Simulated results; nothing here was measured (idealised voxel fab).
process module | voxel capacitor over wiring
cross-section cut | 235 nm wide | cells 5 nm
A cross-section is a grid of square cells, given in bands from the top down. A band is one or more rows of cells.
Each band's line starts with the height of the band's top and of its bottom, in nm. Then come its materials from left to right, each with its width in nm. One material with "throughout" fills the band from edge to edge. "air" is empty space.
Height 0 is the level under which the wafer as received is all one material. The lowest band goes on downwards, as in "0 down".
A width such as "30 to 40" changes by the same amount from each row of cells to the next, from the band's top row to its bottom row.
"no change" after a step means that no cell of the cross-section changed.
closed voids: empty space of 8 cells or more with no open way to the top, each as width x height at its distance from the left edge, in nm
after a step's settings: what the simulator itself notes on the step
overlay nm, on a step with a mask: how far to the right of its planned place the mask lay; to the left if negative
plan
1 op RECEIVE | material Si
2 op CONFORMAL_DEP | material SiO2 | thk nm 15
3 op CONFORMAL_DEP | material SiN | thk nm 5
4 op DIRECTIONAL_DEP | material SiO2 | thk nm 15
5 op DIRECTIONAL_DEP | material aC | thk nm 10
6 op PATTERN | tone open | mask id METAL_1 | material resist | width nm 25 | pitch nm 90 | thk nm 30 | overlay nm 0
7 op DIRECTIONAL_ETCH | etch materials aC | depth nm 10
8 op STRIP | etch materials resist
9 op DIRECTIONAL_ETCH | etch materials SiO2 | depth nm 15
10 op DIRECTIONAL_ETCH | etch materials SiN | depth nm 5
11 op STRIP | etch materials aC
12 op CONFORMAL_DEP | material TiN | thk nm 5
13 op FILL_DEP | material Cu | thk nm 5
14 op CMP | height nm 35
15 op EPI | material Ru | thk nm 5
16 op FILL_DEP | material SiCN | thk nm 5
17 op DIRECTIONAL_DEP | material lowk | thk nm 15
18 op DIRECTIONAL_DEP | material aC | thk nm 10
19 op PATTERN | tone open | mask id PLUG_1 | material resist | width nm 15 | thk nm 30 | overlay nm 0
20 op DIRECTIONAL_ETCH | etch materials aC | depth nm 10
21 op STRIP | etch materials resist
22 op DIRECTIONAL_ETCH | etch materials lowk | depth nm 15
23 op DIRECTIONAL_ETCH | etch materials SiCN | depth nm 5
24 op STRIP | etch materials aC
25 op EPI | material Ru | thk nm 10
26 op EPI | material Ru | thk nm 10
27 op DIRECTIONAL_DEP | material TiN | thk nm 5
28 op DIRECTIONAL_DEP | material Al2O3 | thk nm 5
29 op DIRECTIONAL_DEP | material TiN | thk nm 10
30 op MASKED_ETCH | tone cover | mask id UPPER_PLATE | width nm 70 | etch materials TiN | depth nm 10 | overlay nm 0
31 op MASKED_ETCH | tone cover | mask id UPPER_PLATE | width nm 70 | etch materials Al2O3 | depth nm 5 | overlay nm 0
32 op DIRECTIONAL_DEP | material aC | thk nm 15
33 op PATTERN | tone cover | mask id LOWER_PLATE | material resist | width nm 80 | thk nm 35 | overlay nm 0
34 op DIRECTIONAL_ETCH | etch materials aC | depth nm 15
35 op STRIP | etch materials resist
36 op DIRECTIONAL_ETCH | etch materials TiN | depth nm 5
37 op STRIP | etch materials aC
38 op FILL_DEP | material SiO2 | thk nm 15
39 op CMP | height nm 90
40 op DIRECTIONAL_DEP | material aC | thk nm 15
41 op PATTERN | tone open | mask id PLUG_2 | material resist | width nm 15 | thk nm 35 | overlay nm 0
42 op DIRECTIONAL_ETCH | etch materials aC | depth nm 15
43 op STRIP | etch materials resist
44 op DIRECTIONAL_ETCH | etch materials SiO2 | depth nm 10
45 op STRIP | etch materials aC
46 op CONFORMAL_DEP | material TiN | thk nm 5
47 op FILL_DEP | material Ru | thk nm 5
48 op CMP | height nm 90
49 op CONFORMAL_DEP | material SiCN | thk nm 5
varied across the wafers: thk nm of step 46. The plan shows the first wafer's value. All wafers start alike
first wafer as received, after step 1
  0 down: Si throughout
  closed voids: none
each wafer at the end: cells of each material gained (+) or lost (-) since it was received, then its closed voids
thk nm 5 | +14 Al2O3 | +18 Cu | +27 Ru | +124 SiCN | +37 SiN | +470 SiO2 | +71 TiN | +132 lowk | closed voids: none
thk nm 10 | +14 Al2O3 | +18 Cu | +26 Ru | +124 SiCN | +37 SiN | +470 SiO2 | +72 TiN | +132 lowk | closed voids: none
thk nm 15 | +14 Al2O3 | +18 Cu | +26 Ru | +124 SiCN | +37 SiN | +470 SiO2 | +72 TiN | +132 lowk | closed voids: none
thk nm 20 | +14 Al2O3 | +18 Cu | +26 Ru | +124 SiCN | +37 SiN | +470 SiO2 | +72 TiN | +132 lowk | closed voids: none
